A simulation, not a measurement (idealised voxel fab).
process module | voxel gate over fins
cross-section cut | 255 nm wide | cells 5 nm
A cross-section is a grid of square cells, given in bands from the top down. A band is one or more rows of cells.
Each band's line starts with the height of the band's top and of its bottom, in nm. Then come its materials from left to right, each with its width in nm. One material with "throughout" fills the band from edge to edge. "air" is empty space.
Height 0 is the level under which the wafer as received is all one material. The lowest band goes on downwards, as in "0 down".
A width such as "30 to 40" changes by the same amount from each row of cells to the next, from the band's top row to its bottom row.
"no change" after a step means that no cell of the cross-section changed.
closed voids: empty space of 8 cells or more with no open way to the top, each as width x height at its distance from the left edge, in nm
after a step's settings: what the simulator itself notes on the step
overlay nm, on a step with a mask: how far to the right of its planned place the mask lay; to the left if negative
plan
1 op RECEIVE | material Si
2 op CONFORMAL_DEP | material SiN | thk nm 5
3 op DIRECTIONAL_DEP | material aC | thk nm 15
4 op PATTERN | tone cover | mask id FINS | material resist | width nm 15 | pitch nm 35 | thk nm 35 | overlay nm -15
5 op DIRECTIONAL_ETCH | etch materials aC | depth nm 15
6 op STRIP | etch materials resist
7 op DIRECTIONAL_ETCH | etch materials SiN | depth nm 5
8 op DIRECTIONAL_ETCH | etch materials Si | depth nm 30
9 op STRIP | etch materials aC
10 op FILL_DEP | material SiO2 | thk nm 15
11 op CMP | height nm 5
12 op SELECTIVE_ETCH | etch materials SiO2 | depth nm 15
13 op STRIP | etch materials SiN
14 op CONFORMAL_DEP | material HfO2 | thk nm 5
15 op CONFORMAL_DEP | material TiN | thk nm 5
16 op CONFORMAL_DEP | material TiAl | thk nm 5
17 op CONFORMAL_DEP | material TiN | thk nm 5
18 op FILL_DEP | material W | thk nm 15
19 op CMP | height nm 30
20 op CONFORMAL_DEP | material SiN | thk nm 10
varied across the wafers: overlay nm of step 4. The plan shows the first wafer's value. All wafers start alike
first wafer as received, after step 1
  0 down: Si throughout
  closed voids: none
first wafer at the end, after step 20
  40 to 30: SiN throughout
  30 to 20: W throughout
  20 to 15: W 30 | TiN 160 | W 65
  15 to 10: W 30 | TiN 5 | TiAl 150 | TiN 5 | W 65
  10 to 5: TiN 35 | TiAl 5 | TiN 140 | TiAl 5 | TiN 70
  5 to 0: TiAl 40 | TiN 5 | HfO2 25 | TiN 10 | HfO2 25 | TiN 10 | HfO2 25 | TiN 10 | HfO2 25 | TiN 5 | TiAl 75
  0 to -5: TiN 45 | HfO2 5 | Si 15 | HfO2 5 | TiN 10 | HfO2 5 | Si 15 | HfO2 5 | TiN 10 | HfO2 5 | Si 15 | HfO2 5 | TiN 10 | HfO2 5 | Si 15 | HfO2 5 | TiN 80
  -5 to -10: HfO2 50 | Si 15 | HfO2 20 | Si 15 | HfO2 20 | Si 15 | HfO2 20 | Si 15 | HfO2 85
  -10 to -30: SiO2 50 | Si 15 | SiO2 20 | Si 15 | SiO2 20 | Si 15 | SiO2 20 | Si 15 | SiO2 85
  -30 down: Si throughout
  closed voids: none
last wafer at the end
  40 to 30: SiN throughout
  30 to 20: W throughout
  20 to 15: W 60 | TiN 160 | W 35
  15 to 10: W 60 | TiN 5 | TiAl 150 | TiN 5 | W 35
  10 to 5: TiN 65 | TiAl 5 | TiN 140 | TiAl 5 | TiN 40
  5 to 0: TiAl 70 | TiN 5 | HfO2 25 | TiN 10 | HfO2 25 | TiN 10 | HfO2 25 | TiN 10 | HfO2 25 | TiN 5 | TiAl 45
  0 to -5: TiN 75 | HfO2 5 | Si 15 | HfO2 5 | TiN 10 | HfO2 5 | Si 15 | HfO2 5 | TiN 10 | HfO2 5 | Si 15 | HfO2 5 | TiN 10 | HfO2 5 | Si 15 | HfO2 5 | TiN 50
  -5 to -10: HfO2 80 | Si 15 | HfO2 20 | Si 15 | HfO2 20 | Si 15 | HfO2 20 | Si 15 | HfO2 55
  -10 to -30: SiO2 80 | Si 15 | SiO2 20 | Si 15 | SiO2 20 | Si 15 | SiO2 20 | Si 15 | SiO2 55
  -30 down: Si throughout
  closed voids: none
each wafer at the end: cells of each material gained (+) or lost (-) since it was received, then its closed voids
overlay nm -15 | +67 HfO2 | -234 Si | +102 SiN | +156 SiO2 | +55 TiAl | +122 TiN | +140 W | closed voids: none
overlay nm -10 | +67 HfO2 | -234 Si | +102 SiN | +156 SiO2 | +55 TiAl | +122 TiN | +140 W | closed voids: none
overlay nm -5 | +67 HfO2 | -234 Si | +102 SiN | +156 SiO2 | +55 TiAl | +122 TiN | +140 W | closed voids: none
overlay nm 0 | +67 HfO2 | -234 Si | +102 SiN | +156 SiO2 | +55 TiAl | +122 TiN | +140 W | closed voids: none
overlay nm 5 | +67 HfO2 | -234 Si | +102 SiN | +156 SiO2 | +55 TiAl | +122 TiN | +140 W | closed voids: none
overlay nm 10 | +67 HfO2 | -234 Si | +102 SiN | +156 SiO2 | +55 TiAl | +122 TiN | +140 W | closed voids: none
overlay nm 15 | +67 HfO2 | -234 Si | +102 SiN | +156 SiO2 | +55 TiAl | +122 TiN | +140 W | closed voids: none
